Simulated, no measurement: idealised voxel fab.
Module name: voxel local oxidation (process module)
Cross-section cut spans 295 nm and uses square cells 5 nm in size.
A cross-section is written here as square cells arranged in a grid, and it is given in bands from the top down, each band taking up one or more rows of cells. Band: top and bottom heights (nm) first, top before bottom; then materials from left to right, widths in nm. "full width" marks a sole material filling the band edge to edge. "air" denotes empty space. A quick word on heights: they are counted from 0, and under that level the wafer as it came to us is one material throughout. The lowest band is different from the rest in having no bottom; it simply continues downward, written as in "from 0 down". Top row gets the first number, bottom row gets the second, and each row in between changes by the same step: that is how a band width like "30 to 40" works. Given "remains unaltered" for a step, no cell of the cross-section differs between before and after that step. Listed in "Closed internal cavities": every empty space of 8 or more cells without an open way to the top. Form: width x height at distance, the distance being from the left edge, all in nm. after a step's settings: what the simulator itself notes on the step. overlay nm: how far to the right of its planned place the mask lay on this masked step (negative: to the left). What follows is a series of pairs. Each pair shows a cross-section before one process step and the cross-section after it, and the after view is drawn only down to the lowest band that changed. Beneath each pair is the step that lies between the two, with its settings. Pairs may come from different runs of this module on the same starting wafer, so a pair continues from the one above it only where its entry headed "Pre-process state" says so.

-- Pre-process state
	from 0 down = Si full width
	Closed internal cavities: none

-- Post-Process Section
	from 5 to 0 = SiO2 full width
	No changes below 0.
	Closed internal cavities: none
Name the step between the before and after sections above: CONFORMAL_DEP with material SiO2, thk nm 5

Pre-process state: check the pair just above; its after cross-section is our before state.

-- Post-Process Section
	from 15 to 5 = SiN full width
	No changes below 5.
	Closed internal cavities: none
Name the step between the before and after sections above: CONFORMAL_DEP with material SiN, thk nm 10

Pre-process state: check the pair just above; its after cross-section is our before state.

-- Post-Process Section
	from 30 to 15 = aC full width
	No changes below 15.
	Closed internal cavities: none
Name the step between the before and after sections above: DIRECTIONAL_DEP with material aC, thk nm 15

Pre-process state: check the pair just above; its after cross-section is our before state.

-- Post-Process Section
	from 65 to 30 = air 30 nm | resist 100 nm | air 30 nm | resist 100 nm | air 35 nm
	No changes below 30.
	Closed internal cavities: none
Name the step between the before and after sections above: PATTERN with tone cover, mask id ACTIVE, material resist, width nm 100, pitch nm 130, thk nm 35, overlay nm 0

Pre-process state: check the pair just above; its after cross-section is our before state.

-- Post-Process Section
	from 50 to 30 = air 30 nm | resist 100 nm | air 30 nm | resist 100 nm | air 35 nm
	from 30 to 15 = air 30 nm | aC 100 nm | air 30 nm | aC 100 nm | air 35 nm
	No changes below 15.
	Closed internal cavities: none
Name the step between the before and after sections above: DIRECTIONAL_ETCH with etch materials aC, depth nm 15

Pre-process state: check the pair just above; its after cross-section is our before state.

-- Post-Process Section
	from 30 to 15 = air 30 nm | aC 100 nm | air 30 nm | aC 100 nm | air 35 nm
	No changes below 15.
	Closed internal cavities: none
Name the step between the before and after sections above: STRIP with etch materials resist

Pre-process state: check the pair just above; its after cross-section is our before state.

-- Post-Process Section
	from 30 to 15 = air 30 nm | aC 100 nm | air 30 nm | aC 100 nm | air 35 nm
	from 15 to 5 = air 30 nm | SiN 100 nm | air 30 nm | SiN 100 nm | air 35 nm
	No changes below 5.
	Closed internal cavities: none
Name the step between the before and after sections above: DIRECTIONAL_ETCH with etch materials SiN, depth nm 10

Pre-process state: check the pair just above; its after cross-section is our before state.

-- Post-Process Section
	from 15 to 5 = air 30 nm | SiN 100 nm | air 30 nm | SiN 100 nm | air 35 nm
	No changes below 5.
	Closed internal cavities: none
Name the step between the before and after sections above: STRIP with etch materials aC

Pre-process state: check the pair just above; its after cross-section is our before state.

-- Post-Process Section
	from 15 to 5 = air 30 nm | SiN 100 nm | air 30 nm | SiN 100 nm | air 35 nm
	from 5 to 0 = air 35 nm | SiO2 90 nm | air 40 nm | SiO2 90 nm | air 40 nm
	No changes below 0.
	Closed internal cavities: none
Name the step between the before and after sections above: SELECTIVE_ETCH with etch materials SiO2, depth nm 5

Pre-process state: check the pair just above; its after cross-section is our before state.

-- Post-Process Section
	from 15 to 5 = air 30 nm | SiN 100 nm | air 30 nm | SiN 100 nm | air 35 nm
	from 5 to 0 = air 35 nm | SiO2 90 nm | air 40 nm | SiO2 90 nm | air 40 nm
	from 0 to -10 = SiO2 45 nm | Si 70 nm | SiO2 60 nm | Si 70 nm | SiO2 50 nm
	No changes below -10.
	Closed internal cavities: none
Name the step between the before and after sections above: OXIDIZE with depth nm 10

Pre-process state: check the pair just above; its after cross-section is our before state.

-- Post-Process Section
	from 5 to 0 = air 35 nm | SiO2 90 nm | air 40 nm | SiO2 90 nm | air 40 nm
	No changes below 0.
	Closed internal cavities: none
Name the step between the before and after sections above: STRIP with etch materials SiN

-- Pre-process state
	from 0 down = Si full width
	Closed internal cavities: none

-- Post-Process Section
	from 10 to 0 = SiN full width
	No changes below 0.
	Closed internal cavities: none
Name the step between the before and after sections above: CONFORMAL_DEP with material SiN, thk nm 10

Pre-process state: check the pair just above; its after cross-section is our before state.

-- Post-Process Section
	from 25 to 10 = aC full width
	No changes below 10.
	Closed internal cavities: none
Name the step between the before and after sections above: DIRECTIONAL_DEP with material aC, thk nm 15

Pre-process state: check the pair just above; its after cross-section is our before state.

-- Post-Process Section
	from 60 to 25 = air 30 nm | resist 100 nm | air 30 nm | resist 100 nm | air 35 nm
	No changes below 25.
	Closed internal cavities: none
Name the step between the before and after sections above: PATTERN with tone cover, mask id ACTIVE, material resist, width nm 100, pitch nm 130, thk nm 35, overlay nm 0

Pre-process state: check the pair just above; its after cross-section is our before state.

-- Post-Process Section
	from 45 to 25 = air 30 nm | resist 100 nm | air 30 nm | resist 100 nm | air 35 nm
	from 25 to 10 = air 30 nm | aC 100 nm | air 30 nm | aC 100 nm | air 35 nm
	No changes below 10.
	Closed internal cavities: none
Name the step between the before and after sections above: DIRECTIONAL_ETCH with etch materials aC, depth nm 15

Pre-process state: check the pair just above; its after cross-section is our before state.

-- Post-Process Section
	from 25 to 10 = air 30 nm | aC 100 nm | air 30 nm | aC 100 nm | air 35 nm
	No changes below 10.
	Closed internal cavities: none
Name the step between the before and after sections above: STRIP with etch materials resist

Pre-process state: check the pair just above; its after cross-section is our before state.

-- Post-Process Section
	from 25 to 10 = air 30 nm | aC 100 nm | air 30 nm | aC 100 nm | air 35 nm
	from 10 to 0 = air 30 nm | SiN 100 nm | air 30 nm | SiN 100 nm | air 35 nm
	No changes below 0.
	Closed internal cavities: none
Name the step between the before and after sections above: DIRECTIONAL_ETCH with etch materials SiN, depth nm 10

Pre-process state: check the pair just above; its after cross-section is our before state.

-- Post-Process Section
	from 10 to 0 = air 30 nm | SiN 100 nm | air 30 nm | SiN 100 nm | air 35 nm
	No changes below 0.
	Closed internal cavities: none
Name the step between the before and after sections above: STRIP with etch materials aC

Pre-process state: check the pair just above; its after cross-section is our before state.

-- Post-Process Section
	from 10 to 0 = air 30 nm | SiN 100 nm | air 30 nm | SiN 100 nm | air 35 nm
	from 0 to -10 = SiO2 40 nm | Si 80 nm | SiO2 50 nm | Si 80 nm | SiO2 45 nm
	No changes below -10.
	Closed internal cavities: none
Name the step between the before and after sections above: OXIDIZE with depth nm 10

Pre-process state: check the pair just above; its after cross-section is our before state.

-- Post-Process Section
	from 0 to -10 = SiO2 40 nm | Si 80 nm | SiO2 50 nm | Si 80 nm | SiO2 45 nm
	No changes below -10.
	Closed internal cavities: none
Name the step between the before and after sections above: STRIP with etch materials SiN

-- Pre-process state
	from 50 to 30 = air 30 nm | resist 100 nm | air 30 nm | resist 100 nm | air 35 nm
	from 30 to 15 = air 30 nm | aC 100 nm | air 30 nm | aC 100 nm | air 35 nm
	from 15 to 5 = SiN full width
	from 5 to 0 = SiO2 full width
	from 0 down = Si full width
	Closed internal cavities: none

-- Post-Process Section
	from 50 to 30 = air 30 nm | resist 100 nm | air 30 nm | resist 100 nm | air 35 nm
	from 30 to 15 = air 30 nm | aC 100 nm | air 30 nm | aC 100 nm | air 35 nm
	from 15 to 5 = air 30 nm | SiN 100 nm | air 30 nm | SiN 100 nm | air 35 nm
	No changes below 5.
	Closed internal cavities: none
Name the step between the before and after sections above: DIRECTIONAL_ETCH with etch materials SiN, depth nm 10

Pre-process state: check the pair just above; its after cross-section is our before state.

-- Post-Process Section
	from 30 to 15 = air 30 nm | aC 100 nm | air 30 nm | aC 100 nm | air 35 nm
	No changes below 15.
	Closed internal cavities: none
Name the step between the before and after sections above: STRIP with etch materials resist

-- Pre-process state
	from 15 to 5 = air 30 nm | SiN 100 nm | air 30 nm | SiN 100 nm | air 35 nm
	from 5 to 0 = air 35 nm | SiO2 90 nm | air 40 nm | SiO2 90 nm | air 40 nm
	from 0 down = Si full width
	Closed internal cavities: none

-- Post-Process Section
	from 15 to 5 = air 30 nm | SiN 100 nm | air 30 nm | SiN 100 nm | air 35 nm
	from 5 to 0 = air 35 nm | SiO2 90 nm | air 40 nm | SiO2 90 nm | air 40 nm
	from 0 to -15 = SiO2 50 nm | Si 60 nm | SiO2 70 nm | Si 60 nm | SiO2 55 nm
	No changes below -15.
	Closed internal cavities: none
Name the step between the before and after sections above: OXIDIZE with depth nm 15

Pre-process state: check the pair just above; its after cross-section is our before state.

-- Post-Process Section
	from 5 to 0 = air 35 nm | SiO2 90 nm | air 40 nm | SiO2 90 nm | air 40 nm
	No changes below 0.
	Closed internal cavities: none
Name the step between the before and after sections above: STRIP with etch materials SiN

-- Pre-process state
	from 30 to 15 = aC full width
	from 15 to 5 = SiN full width
	from 5 to 0 = SiO2 full width
	from 0 down = Si full width
	Closed internal cavities: none

-- Post-Process Section
	from 65 to 30 = air 35 nm | resist 95 nm | air 35 nm | resist 95 nm | air 35 nm
	No changes below 30.
	Closed internal cavities: none
Name the step between the before and after sections above: PATTERN with tone cover, mask id ACTIVE, material resist, width nm 95, pitch nm 130, thk nm 35, overlay nm 0

Pre-process state: check the pair just above; its after cross-section is our before state.

-- Post-Process Section
	from 50 to 30 = air 35 nm | resist 95 nm | air 35 nm | resist 95 nm | air 35 nm
	from 30 to 15 = air 35 nm | aC 95 nm | air 35 nm | aC 95 nm | air 35 nm
	No changes below 15.
	Closed internal cavities: none
Name the step between the before and after sections above: DIRECTIONAL_ETCH with etch materials aC, depth nm 15

Pre-process state: check the pair just above; its after cross-section is our before state.

-- Post-Process Section
	from 30 to 15 = air 35 nm | aC 95 nm | air 35 nm | aC 95 nm | air 35 nm
	No changes below 15.
	Closed internal cavities: none
Name the step between the before and after sections above: STRIP with etch materials resist

Pre-process state: check the pair just above; its after cross-section is our before state.

-- Post-Process Section
	from 30 to 15 = air 35 nm | aC 95 nm | air 35 nm | aC 95 nm | air 35 nm
	from 15 to 5 = air 35 nm | SiN 95 nm | air 35 nm | SiN 95 nm | air 35 nm
	No changes below 5.
	Closed internal cavities: none
Name the step between the before and after sections above: DIRECTIONAL_ETCH with etch materials SiN, depth nm 10

Pre-process state: check the pair just above; its after cross-section is our before state.

-- Post-Process Section
	from 15 to 5 = air 35 nm | SiN 95 nm | air 35 nm | SiN 95 nm | air 35 nm
	No changes below 5.
	Closed internal cavities: none
Name the step between the before and after sections above: STRIP with etch materials aC

Pre-process state: check the pair just above; its after cross-section is our before state.

-- Post-Process Section
	from 15 to 5 = air 35 nm | SiN 95 nm | air 35 nm | SiN 95 nm | air 35 nm
	from 5 to 0 = air 40 nm | SiO2 85 nm | air 45 nm | SiO2 85 nm | air 40 nm
	No changes below 0.
	Closed internal cavities: none
Name the step between the before and after sections above: SELECTIVE_ETCH with etch materials SiO2, depth nm 5

Pre-process state: check the pair just above; its after cross-section is our before state.

-- Post-Process Section
	from 15 to 5 = air 35 nm | SiN 95 nm | air 35 nm | SiN 95 nm | air 35 nm
	from 5 to 0 = air 40 nm | SiO2 85 nm | air 45 nm | SiO2 85 nm | air 40 nm
	from 0 to -10 = SiO2 50 nm | Si 65 nm | SiO2 65 nm | Si 65 nm | SiO2 50 nm
	No changes below -10.
	Closed internal cavities: none
Name the step between the before and after sections above: OXIDIZE with depth nm 10

Pre-process state: check the pair just above; its after cross-section is our before state.

-- Post-Process Section
	from 5 to 0 = air 40 nm | SiO2 85 nm | air 45 nm | SiO2 85 nm | air 40 nm
	No changes below 0.
	Closed internal cavities: none
Name the step between the before and after sections above: STRIP with etch materials SiN

-- Pre-process state
	from 30 to 15 = aC full width
	from 15 to 5 = SiN full width
	from 5 to 0 = SiO2 full width
	from 0 down = Si full width
	Closed internal cavities: none

-- Post-Process Section
	from 65 to 30 = air 40 nm | resist 100 nm | air 30 nm | resist 100 nm | air 25 nm
	No changes below 30.
	Closed internal cavities: none
Name the step between the before and after sections above: PATTERN with tone cover, mask id ACTIVE, material resist, width nm 100, pitch nm 130, thk nm 35, overlay nm 10

Pre-process state: check the pair just above; its after cross-section is our before state.

-- Post-Process Section
	from 50 to 30 = air 40 nm | resist 100 nm | air 30 nm | resist 100 nm | air 25 nm
	from 30 to 15 = air 40 nm | aC 100 nm | air 30 nm | aC 100 nm | air 25 nm
	No changes below 15.
	Closed internal cavities: none
Name the step between the before and after sections above: DIRECTIONAL_ETCH with etch materials aC, depth nm 15

Pre-process state: check the pair just above; its after cross-section is our before state.

-- Post-Process Section
	from 30 to 15 = air 40 nm | aC 100 nm | air 30 nm | aC 100 nm | air 25 nm
	No changes below 15.
	Closed internal cavities: none
Name the step between the before and after sections above: STRIP with etch materials resist

Pre-process state: check the pair just above; its after cross-section is our before state.

-- Post-Process Section
	from 30 to 15 = air 40 nm | aC 100 nm | air 30 nm | aC 100 nm | air 25 nm
	from 15 to 5 = air 40 nm | SiN 100 nm | air 30 nm | SiN 100 nm | air 25 nm
	No changes below 5.
	Closed internal cavities: none
Name the step between the before and after sections above: DIRECTIONAL_ETCH with etch materials SiN, depth nm 10

Pre-process state: check the pair just above; its after cross-section is our before state.

-- Post-Process Section
	from 15 to 5 = air 40 nm | SiN 100 nm | air 30 nm | SiN 100 nm | air 25 nm
	No changes below 5.
	Closed internal cavities: none
Name the step between the before and after sections above: STRIP with etch materials aC

Pre-process state: check the pair just above; its after cross-section is our before state.

-- Post-Process Section
	from 15 to 5 = air 40 nm | SiN 100 nm | air 30 nm | SiN 100 nm | air 25 nm
	from 5 to 0 = air 45 nm | SiO2 90 nm | air 40 nm | SiO2 90 nm | air 30 nm
	No changes below 0.
	Closed internal cavities: none
Name the step between the before and after sections above: SELECTIVE_ETCH with etch materials SiO2, depth nm 5

Pre-process state: check the pair just above; its after cross-section is our before state.

-- Post-Process Section
	from 15 to 5 = air 40 nm | SiN 100 nm | air 30 nm | SiN 100 nm | air 25 nm
	from 5 to 0 = air 45 nm | SiO2 90 nm | air 40 nm | SiO2 90 nm | air 30 nm
	from 0 to -10 = SiO2 55 nm | Si 70 nm | SiO2 60 nm | Si 70 nm | SiO2 40 nm
	No changes below -10.
	Closed internal cavities: none
Name the step between the before and after sections above: OXIDIZE with depth nm 10

Pre-process state: check the pair just above; its after cross-section is our before state.

-- Post-Process Section
	from 5 to 0 = air 45 nm | SiO2 90 nm | air 40 nm | SiO2 90 nm | air 30 nm
	No changes below 0.
	Closed internal cavities: none
Name the step between the before and after sections above: STRIP with etch materials SiN

-- Pre-process state
	from 15 to 5 = air 30 nm | SiN 100 nm | air 30 nm | SiN 100 nm | air 35 nm
	from 5 to 0 = air 35 nm | SiO2 90 nm | air 40 nm | SiO2 90 nm | air 40 nm
	from 0 to -10 = SiO2 45 nm | Si 70 nm | SiO2 60 nm | Si 70 nm | SiO2 50 nm
	from -10 down = Si full width
	Closed internal cavities: none

-- Post-Process Section
	from 0 to -10 = air 45 nm | Si 70 nm | air 60 nm | Si 70 nm | air 50 nm
	No changes below -10.
	Closed internal cavities: none
Name the step between the before and after sections above: STRIP with etch materials SiO2

-- Pre-process state
	from 30 to 15 = aC full width
	from 15 to 5 = SiN full width
	from 5 to 0 = SiO2 full width
	from 0 down = Si full width
	Closed internal cavities: none

-- Post-Process Section
	from 65 to 30 = resist 30 nm | air 100 nm | resist 30 nm | air 100 nm | resist 35 nm
	No changes below 30.
	Closed internal cavities: none
Name the step between the before and after sections above: PATTERN with tone open, mask id ACTIVE, material resist, width nm 100, pitch nm 130, thk nm 35, overlay nm 0

Pre-process state: check the pair just above; its after cross-section is our before state.

-- Post-Process Section
	from 50 to 30 = resist 30 nm | air 100 nm | resist 30 nm | air 100 nm | resist 35 nm
	from 30 to 15 = aC 30 nm | air 100 nm | aC 30 nm | air 100 nm | aC 35 nm
	No changes below 15.
	Closed internal cavities: none
Name the step between the before and after sections above: DIRECTIONAL_ETCH with etch materials aC, depth nm 15

Pre-process state: check the pair just above; its after cross-section is our before state.

-- Post-Process Section
	from 30 to 15 = aC 30 nm | air 100 nm | aC 30 nm | air 100 nm | aC 35 nm
	No changes below 15.
	Closed internal cavities: none
Name the step between the before and after sections above: STRIP with etch materials resist

Pre-process state: check the pair just above; its after cross-section is our before state.

-- Post-Process Section
	from 30 to 15 = aC 30 nm | air 100 nm | aC 30 nm | air 100 nm | aC 35 nm
	from 15 to 5 = SiN 30 nm | air 100 nm | SiN 30 nm | air 100 nm | SiN 35 nm
	No changes below 5.
	Closed internal cavities: none
Name the step between the before and after sections above: DIRECTIONAL_ETCH with etch materials SiN, depth nm 10

Pre-process state: check the pair just above; its after cross-section is our before state.

-- Post-Process Section
	from 15 to 5 = SiN 30 nm | air 100 nm | SiN 30 nm | air 100 nm | SiN 35 nm
	No changes below 5.
	Closed internal cavities: none
Name the step between the before and after sections above: STRIP with etch materials aC

Pre-process state: check the pair just above; its after cross-section is our before state.

-- Post-Process Section
	from 15 to 5 = SiN 30 nm | air 100 nm | SiN 30 nm | air 100 nm | SiN 35 nm
	from 5 to 0 = SiO2 25 nm | air 110 nm | SiO2 20 nm | air 110 nm | SiO2 30 nm
	No changes below 0.
	Closed internal cavities: none
Name the step between the before and after sections above: SELECTIVE_ETCH with etch materials SiO2, depth nm 5

Pre-process state: check the pair just above; its after cross-section is our before state.

-- Post-Process Section
	from 15 to 5 = SiN 30 nm | air 100 nm | SiN 30 nm | air 100 nm | SiN 35 nm
	from 5 to 0 = SiO2 25 nm | air 110 nm | SiO2 20 nm | air 110 nm | SiO2 30 nm
	from 0 to -10 = Si 15 nm | SiO2 260 nm | Si 20 nm
	No changes below -10.
	Closed internal cavities: none
Name the step between the before and after sections above: OXIDIZE with depth nm 10

Pre-process state: check the pair just above; its after cross-section is our before state.

-- Post-Process Section
	from 5 to 0 = SiO2 25 nm | air 110 nm | SiO2 20 nm | air 110 nm | SiO2 30 nm
	No changes below 0.
	Closed internal cavities: none
Name the step between the before and after sections above: STRIP with etch materials SiN
